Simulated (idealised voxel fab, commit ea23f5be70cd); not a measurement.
process module | voxel self aligned vias
cross-section cut | 285 nm wide | cells 5 nm
A cross-section is a grid of square cells, given in bands from the top down. A band is one or more rows of cells.
Each band's line starts with the height of the band's top and of its bottom, in nm. Then come its materials from left to right, each with its width in nm. One material with "throughout" fills the band from edge to edge. "air" is empty space.
Height 0 is the level under which the wafer as received is all one material. The lowest band goes on downwards, as in "0 down".
A width such as "30 to 40" changes by the same amount from each row of cells to the next, from the band's top row to its bottom row.
"no change" after a step means that no cell of the cross-section changed.
closed voids: empty space of 8 cells or more with no open way to the top, each as width x height at its distance from the left edge, in nm
after a step's settings: what the simulator itself notes on the step
overlay nm, on a step with a mask: how far to the right of its planned place the mask lay; to the left if negative
plan
1 op RECEIVE | material Si
2 op CONFORMAL_DEP | material SiO2 | thk nm 10
3 op CONFORMAL_DEP | material SiCN | thk nm 5
4 op DIRECTIONAL_DEP | material SiO2 | thk nm 25
5 op DIRECTIONAL_DEP | material aC | thk nm 10
6 op PATTERN | tone open | mask id LINES | material resist | width nm 30 | pitch nm 75 | thk nm 30 | overlay nm 0
7 op DIRECTIONAL_ETCH | etch materials aC | depth nm 10
8 op STRIP | etch materials resist
9 op DIRECTIONAL_ETCH | etch materials SiO2 | depth nm 25
10 op STRIP | etch materials aC
11 op CONFORMAL_DEP | material TiN | thk nm 5
12 op FILL_DEP | material Ru | thk nm 10
13 op CMP | height nm 40
14 op SELECTIVE_ETCH | etch materials W Ru TiN | depth nm 10
15 op FILL_DEP | material SiN | thk nm 10
16 op CMP | height nm 40
17 op DIRECTIONAL_DEP | material SiO2 | thk nm 15
18 op PATTERN | tone open | mask id VIAS | material resist | width nm 50 | thk nm 15 | overlay nm 0
19 op DIRECTIONAL_ETCH | etch materials SiO2 | depth nm 15
20 op DIRECTIONAL_ETCH | etch materials SiN | depth nm 10
21 op STRIP | etch materials resist
22 op CONFORMAL_DEP | material TiN | thk nm 5
23 op FILL_DEP | material Ru | thk nm 10
24 op CMP | height nm 55
25 op CONFORMAL_DEP | material SiCN | thk nm 5
first wafer, as planned
as received, after step 1
  0 down: Si throughout
  closed voids: none
after step 2
  10 to 0: SiO2 throughout
  below 0: unchanged
after step 3
  15 to 10: SiCN throughout
  below 10: unchanged
after step 4
  40 to 15: SiO2 throughout
  below 15: unchanged
after step 5
  50 to 40: aC throughout
  below 40: unchanged
after step 6
  80 to 50: resist 90 | air 30 | resist 45 | air 30 | resist 90
  below 50: unchanged
after step 7
  70 to 50: resist 90 | air 30 | resist 45 | air 30 | resist 90
  50 to 40: aC 90 | air 30 | aC 45 | air 30 | aC 90
  below 40: unchanged
after step 8
  50 to 40: aC 90 | air 30 | aC 45 | air 30 | aC 90
  below 40: unchanged
after step 9
  50 to 40: aC 90 | air 30 | aC 45 | air 30 | aC 90
  40 to 15: SiO2 90 | air 30 | SiO2 45 | air 30 | SiO2 90
  below 15: unchanged
after step 10
  40 to 15: SiO2 90 | air 30 | SiO2 45 | air 30 | SiO2 90
  below 15: unchanged
after step 11
  45 to 40: TiN 95 | air 20 | TiN 55 | air 20 | TiN 95
  40 to 20: SiO2 90 | TiN 5 | air 20 | TiN 5 | SiO2 45 | TiN 5 | air 20 | TiN 5 | SiO2 90
  20 to 15: SiO2 90 | TiN 30 | SiO2 45 | TiN 30 | SiO2 90
  below 15: unchanged
after step 12
  55 to 45: Ru throughout
  45 to 40: TiN 95 | Ru 20 | TiN 55 | Ru 20 | TiN 95
  40 to 20: SiO2 90 | TiN 5 | Ru 20 | TiN 5 | SiO2 45 | TiN 5 | Ru 20 | TiN 5 | SiO2 90
  below 20: unchanged
after step 13
  40 to 20: SiO2 90 | TiN 5 | Ru 20 | TiN 5 | SiO2 45 | TiN 5 | Ru 20 | TiN 5 | SiO2 90
  below 20: unchanged
after step 14
  40 to 30: SiO2 90 | air 30 | SiO2 45 | air 30 | SiO2 90
  below 30: unchanged
after step 15
  50 to 40: SiN throughout
  40 to 30: SiO2 90 | SiN 30 | SiO2 45 | SiN 30 | SiO2 90
  below 30: unchanged
after step 16
  40 to 30: SiO2 90 | SiN 30 | SiO2 45 | SiN 30 | SiO2 90
  below 30: unchanged
after step 17
  55 to 40: SiO2 throughout
  below 40: unchanged
after step 18
  70 to 55: resist 80 | air 50 | resist 155
  below 55: unchanged
after step 19
  70 to 55: resist 80 | air 50 | resist 155
  55 to 40: SiO2 80 | air 50 | SiO2 155
  below 40: unchanged
after step 20
  70 to 55: resist 80 | air 50 | resist 155
  55 to 40: SiO2 80 | air 50 | SiO2 155
  40 to 30: SiO2 90 | air 30 | SiO2 45 | SiN 30 | SiO2 90
  below 30: unchanged
after step 21
  55 to 40: SiO2 80 | air 50 | SiO2 155
  below 40: unchanged
after step 22
  60 to 55: TiN 85 | air 40 | TiN 160
  55 to 45: SiO2 80 | TiN 5 | air 40 | TiN 5 | SiO2 155
  45 to 40: SiO2 80 | TiN 15 | air 20 | TiN 15 | SiO2 155
  40 to 35: SiO2 90 | TiN 5 | air 20 | TiN 5 | SiO2 45 | SiN 30 | SiO2 90
  35 to 30: SiO2 90 | TiN 30 | SiO2 45 | SiN 30 | SiO2 90
  below 30: unchanged
after step 23
  70 to 60: Ru throughout
  60 to 55: TiN 85 | Ru 40 | TiN 160
  55 to 45: SiO2 80 | TiN 5 | Ru 40 | TiN 5 | SiO2 155
  45 to 40: SiO2 80 | TiN 15 | Ru 20 | TiN 15 | SiO2 155
  40 to 35: SiO2 90 | TiN 5 | Ru 20 | TiN 5 | SiO2 45 | SiN 30 | SiO2 90
  below 35: unchanged
after step 24
  55 to 45: SiO2 80 | TiN 5 | Ru 40 | TiN 5 | SiO2 155
  below 45: unchanged
after step 25
  60 to 55: SiCN throughout
  below 55: unchanged
second wafer: like start, like plan, one mistake. Through step 5 it matches the first wafer
when step 6 should have ended
  80 to 50: resist 85 | air 40 | resist 35 | air 40 | resist 85
  below 50: unchanged
when step 7 should have ended
  70 to 50: resist 85 | air 40 | resist 35 | air 40 | resist 85
  50 to 40: aC 85 | air 40 | aC 35 | air 40 | aC 85
  below 40: unchanged
when step 8 should have ended
  50 to 40: aC 85 | air 40 | aC 35 | air 40 | aC 85
  below 40: unchanged
when step 9 should have ended
  50 to 40: aC 85 | air 40 | aC 35 | air 40 | aC 85
  40 to 15: SiO2 85 | air 40 | SiO2 35 | air 40 | SiO2 85
  below 15: unchanged
when step 10 should have ended
  40 to 15: SiO2 85 | air 40 | SiO2 35 | air 40 | SiO2 85
  below 15: unchanged
when step 11 should have ended
  45 to 40: TiN 90 | air 30 | TiN 45 | air 30 | TiN 90
  40 to 20: SiO2 85 | TiN 5 | air 30 | TiN 5 | SiO2 35 | TiN 5 | air 30 | TiN 5 | SiO2 85
  20 to 15: SiO2 85 | TiN 40 | SiO2 35 | TiN 40 | SiO2 85
  below 15: unchanged
when step 12 should have ended
  55 to 45: Ru throughout
  45 to 40: TiN 90 | Ru 30 | TiN 45 | Ru 30 | TiN 90
  40 to 20: SiO2 85 | TiN 5 | Ru 30 | TiN 5 | SiO2 35 | TiN 5 | Ru 30 | TiN 5 | SiO2 85
  below 20: unchanged
when step 13 should have ended
  40 to 20: SiO2 85 | TiN 5 | Ru 30 | TiN 5 | SiO2 35 | TiN 5 | Ru 30 | TiN 5 | SiO2 85
  below 20: unchanged
when step 14 should have ended
  40 to 30: SiO2 85 | air 40 | SiO2 35 | air 40 | SiO2 85
  below 30: unchanged
when step 15 should have ended
  50 to 40: SiN throughout
  40 to 30: SiO2 85 | SiN 40 | SiO2 35 | SiN 40 | SiO2 85
  below 30: unchanged
when step 16 should have ended
  40 to 30: SiO2 85 | SiN 40 | SiO2 35 | SiN 40 | SiO2 85
  below 30: unchanged
when step 17 should have ended
  55 to 40: SiO2 throughout
  below 40: unchanged
when step 18 should have ended
  70 to 55: resist 80 | air 50 | resist 155
  below 55: unchanged
when step 19 should have ended
  70 to 55: resist 80 | air 50 | resist 155
  55 to 40: SiO2 80 | air 50 | SiO2 155
  below 40: unchanged
when step 20 should have ended
  70 to 55: resist 80 | air 50 | resist 155
  55 to 40: SiO2 80 | air 50 | SiO2 155
  40 to 30: SiO2 85 | air 40 | SiO2 35 | SiN 40 | SiO2 85
  below 30: unchanged
when step 21 should have ended
  55 to 40: SiO2 80 | air 50 | SiO2 155
  below 40: unchanged
when step 22 should have ended
  60 to 55: TiN 85 | air 40 | TiN 160
  55 to 45: SiO2 80 | TiN 5 | air 40 | TiN 5 | SiO2 155
  45 to 40: SiO2 80 | TiN 10 | air 30 | TiN 10 | SiO2 155
  40 to 35: SiO2 85 | TiN 5 | air 30 | TiN 5 | SiO2 35 | SiN 40 | SiO2 85
  35 to 30: SiO2 85 | TiN 40 | SiO2 35 | SiN 40 | SiO2 85
  below 30: unchanged
when step 23 should have ended
  70 to 60: Ru throughout
  60 to 55: TiN 85 | Ru 40 | TiN 160
  55 to 45: SiO2 80 | TiN 5 | Ru 40 | TiN 5 | SiO2 155
  45 to 40: SiO2 80 | TiN 10 | Ru 30 | TiN 10 | SiO2 155
  40 to 35: SiO2 85 | TiN 5 | Ru 30 | TiN 5 | SiO2 35 | SiN 40 | SiO2 85
  below 35: unchanged
when step 24 should have ended
  55 to 45: SiO2 80 | TiN 5 | Ru 40 | TiN 5 | SiO2 155
  below 45: unchanged
when step 25 should have ended
  60 to 55: SiCN throughout
  below 55: unchanged
what went wrong: step 6 ran as: op PATTERN | tone open | mask id LINES | material resist | width nm 40 | pitch nm 75 | thk nm 30 | overlay nm 0
at the end the second wafer has, in cells: 12 more of Ru | 4 more of SiN | 20 fewer of SiO2 | 4 more of TiN
